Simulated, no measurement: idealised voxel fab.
Name of the process module below: voxel self aligned vias
Section shown: cut. Width: 280 nm. Cell size: 5 nm, square.
A cross-section in this document is a grid of square cells, and it is written down as bands, the top band listed before the ones below it; a band is made up of one or more rows of cells.
First you get the band's top height and its bottom height, in nm, and then the materials it's made of, left to right, with each width in nm. If you see a single material with "all across", that one covers the band edge to edge. "empty" is empty space.
Height datum 0, below which the as-received substrate wafer is one material. Lowest band open at the bottom, running downward: "0 nm and below".
Read "30->40" as a graded width: first number on top, second number at the bottom, same change between each pair of neighbouring rows.
Any step labelled "no change occurred" changed none of the cells in the cross-section.
"Closed void table": sealed empty spaces, 8 cells or more, no open way to top, listed width x height at distance, with distance from the left edge and width, height and distance in nm.
Post-settings text on a step line: simulator's own remark regarding the step.
You can add "overlay nm" to a step's line. For a step with a mask, it describes how far the mask lay to the right of its planned position, and a negative number describes a lay to the left.
Listed below are the process steps as planned
1: RECEIVE with material Si
2: CONFORMAL_DEP with material SiO2, thk nm 10
3: CONFORMAL_DEP with material SiCN, thk nm 5
4: DIRECTIONAL_DEP with material lowk, thk nm 20
5: MASKED_ETCH with tone open, mask id LINES, width nm 20, pitch nm 65, etch materials lowk, depth nm 20, overlay nm 0
6: CONFORMAL_DEP with material TiN, thk nm 5
7: FILL_DEP with material W, thk nm 10
8: CMP with height nm 35
9: SELECTIVE_ETCH with etch materials W Ru TiN, depth nm 5
10: FILL_DEP with material SiN, thk nm 10
11: CMP with height nm 35
12: DIRECTIONAL_DEP with material lowk, thk nm 20
13: PATTERN with tone open, mask id VIAS, material resist, width nm 40, thk nm 15, overlay nm 0
14: DIRECTIONAL_ETCH with etch materials lowk, depth nm 20
15: DIRECTIONAL_ETCH with etch materials SiN, depth nm 5
16: STRIP with etch materials resist
17: CONFORMAL_DEP with material TiN, thk nm 5
18: FILL_DEP with material Ru, thk nm 5
19: CMP with height nm 55
20: CONFORMAL_DEP with material SiN, thk nm 5
Cross-section, incoming material, after step 1
> 0 nm and below  Si all across
> Closed void table: none
First of two wafers, end-of-module section, run followed plan
> 60 nm to 55 nm  SiN all across
> 55 nm to 40 nm  lowk: 85  TiN: 5  Ru: 30  TiN: 5  lowk: 155
> 40 nm to 35 nm  lowk: 85  TiN: 15  Ru: 10  TiN: 15  lowk: 155
> 35 nm to 30 nm  lowk: 95  TiN: 20  lowk: 45  SiN: 20  lowk: 100
> 30 nm to 20 nm  lowk: 95  TiN: 5  W: 10  TiN: 5  lowk: 45  TiN: 5  W: 10  TiN: 5  lowk: 100
> 20 nm to 15 nm  lowk: 95  TiN: 20  lowk: 45  TiN: 20  lowk: 100
> 15 nm to 10 nm  SiCN all across
> 10 nm to 0 nm  SiO2 all across
> 0 nm and below  Si all across
> Closed void table: none
Second wafer of the two, sectioned at the end of the module. It began like the first and followed the same plan, but one mistake was made while running it
> 60 nm to 55 nm  SiN all across
> 55 nm to 35 nm  lowk: 85  TiN: 5  Ru: 30  TiN: 5  lowk: 155
> 35 nm to 30 nm  SiN: 85  TiN: 40  SiN: 155
> 30 nm to 25 nm  TiN: 100  W: 10  TiN: 55  W: 10  TiN: 105
> 25 nm to 10 nm  lowk: 95  TiN: 5  W: 10  TiN: 5  lowk: 45  TiN: 5  W: 10  TiN: 5  lowk: 100
> 10 nm to 5 nm  lowk: 95  TiN: 20  lowk: 45  TiN: 20  lowk: 100
> 5 nm to 0 nm  SiCN all across
> 0 nm and below  Si all across
> Closed void table: none
Misprocessing identified: plan step 2: skipped, not run
Final tally in cells, some materials are higher or lower on the second wafer than on the first: 4 more of Ru | 44 more of SiN | 112 fewer of SiO2 | 56 more of TiN | 8 more of W
